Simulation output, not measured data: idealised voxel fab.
Process module, titled voxel gate over fins
Section shown: cut. Width: 280 nm. Cell size: 5 nm, square.
Format of a cross-section: grid, square cells. Given as bands. Order: top down. Band: one or more rows of cells. Top, bottom (nm), then materials left to right with widths (nm); lone material tagged "everywhere" fills the whole band edge to edge; "empty" = empty space. Heights are expressed relative to 0, this being the level below which the as-received wafer comprises one material exclusively. The lowest band is unbounded in the downward direction and is denoted as in "0 and below". The notation "30->40" denotes a width that varies across the rows of cells in the band, beginning at the first number in the top row, finishing at the second number in the bottom row, and changing by an identical amount from each row to the next. No cell of the cross-section changed in a step that is given as "changes: none". "Unvented voids" contains a list of empty spaces, each no smaller than 8 cells and without an open way to the top, written in the form width x height at distance with the distance from the left edge and all three in nm. Note: text after step settings on the step line = simulator remark on that step. If you see "overlay nm" on a step's line and that step has a mask, it's telling you how far right of where it was planned the mask ended up; a negative number means it went left instead.

**Steps in the process plan**
1. RECEIVE: material Si
2. CONFORMAL_DEP: material SiN, thk nm 5
3. MASKED_ETCH: tone cover, mask id FINS, width nm 15, pitch nm 45, etch materials SiN, depth nm 5, overlay nm -15
4. MASKED_ETCH: tone cover, mask id FINS, width nm 15, pitch nm 45, etch materials Si, depth nm 30, overlay nm 0
5. FILL_DEP: material SiO2, thk nm 15
6. CMP: height nm 5
7. SELECTIVE_ETCH: etch materials SiO2, depth nm 15
8. STRIP: etch materials SiN
9. CONFORMAL_DEP: material HfO2, thk nm 5
10. CONFORMAL_DEP: material TiN, thk nm 5
11. FILL_DEP: material W, thk nm 10
12. CMP: height nm 15
13. CONFORMAL_DEP: material SiCN, thk nm 5
varied across the wafers: overlay nm of step 3. The plan shows the first wafer's value. All wafers start alike

**First of several wafers (as received, post step 1), cross-sectional view**
> 0 and below = Si everywhere
> Unvented voids: none

**Per wafer, end of module: cells gained (+) or lost (-) per material since receipt, then closed voids**
overlay nm -15; +72 HfO2; -192 Si; +56 SiCN; +128 SiO2; +66 TiN; +94 W; Unvented voids: none
overlay nm -10; +72 HfO2; -216 Si; +56 SiCN; +144 SiO2; +72 TiN; +96 W; Unvented voids: none
overlay nm -5; +72 HfO2; -240 Si; +56 SiCN; +160 SiO2; +72 TiN; +104 W; Unvented voids: none
overlay nm 0; +72 HfO2; -264 Si; +56 SiCN; +176 SiO2; +72 TiN; +112 W; Unvented voids: none
overlay nm 5; +72 HfO2; -240 Si; +56 SiCN; +160 SiO2; +72 TiN; +104 W; Unvented voids: none
overlay nm 10; +72 HfO2; -216 Si; +56 SiCN; +144 SiO2; +72 TiN; +96 W; Unvented voids: none
overlay nm 15; +72 HfO2; -192 Si; +56 SiCN; +128 SiO2; +66 TiN; +94 W; Unvented voids: none
